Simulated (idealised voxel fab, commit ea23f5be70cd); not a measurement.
process module | voxel local oxidation
cross-section cut | 155 nm wide | cells 5 nm
A cross-section is a grid of square cells, given in bands from the top down. A band is one or more rows of cells.
Each band's line starts with the height of the band's top and of its bottom, in nm. Then come its materials from left to right, each with its width in nm. One material with "throughout" fills the band from edge to edge. "air" is empty space.
Height 0 is the level under which the wafer as received is all one material. The lowest band goes on downwards, as in "0 down".
A width such as "30 to 40" changes by the same amount from each row of cells to the next, from the band's top row to its bottom row.
"no change" after a step means that no cell of the cross-section changed.
closed voids: empty space of 8 cells or more with no open way to the top, each as width x height at its distance from the left edge, in nm
after a step's settings: what the simulator itself notes on the step
overlay nm, on a step with a mask: how far to the right of its planned place the mask lay; to the left if negative
plan
1 op RECEIVE | material Si
2 op CONFORMAL_DEP | material SiO2 | thk nm 5
3 op CONFORMAL_DEP | material SiN | thk nm 10
4 op DIRECTIONAL_DEP | material aC | thk nm 15
5 op PATTERN | tone cover | mask id ACTIVE | material resist | width nm 125 | thk nm 30 | overlay nm 0
6 op DIRECTIONAL_ETCH | etch materials aC | depth nm 15
7 op STRIP | etch materials resist
8 op DIRECTIONAL_ETCH | etch materials SiN | depth nm 5
9 op STRIP | etch materials aC
10 op SELECTIVE_ETCH | etch materials SiO2 | depth nm 5
11 op OXIDIZE | depth nm 10
12 op STRIP | etch materials SiN
varied across the wafers: depth nm of step 8. The plan shows the first wafer's value. All wafers start alike
first wafer as received, after step 1
  0 down: Si throughout
  closed voids: none
first wafer at the end, after step 12
  5 to 0: SiO2 throughout
  0 down: Si throughout
  closed voids: none
last wafer at the end
  5 to 0: air 20 | SiO2 115 | air 20
  0 to -10: SiO2 30 | Si 95 | SiO2 30
  -10 down: Si throughout
  closed voids: none
each wafer at the end: cells of each material gained (+) or lost (-) since it was received, then its closed voids
depth nm 5 | +31 SiO2 | closed voids: none
depth nm 10 | -24 Si | +47 SiO2 | closed voids: none
depth nm 15 | -24 Si | +47 SiO2 | closed voids: none
depth nm 20 | -24 Si | +47 SiO2 | closed voids: none
depth nm 25 | -24 Si | +47 SiO2 | closed voids: none
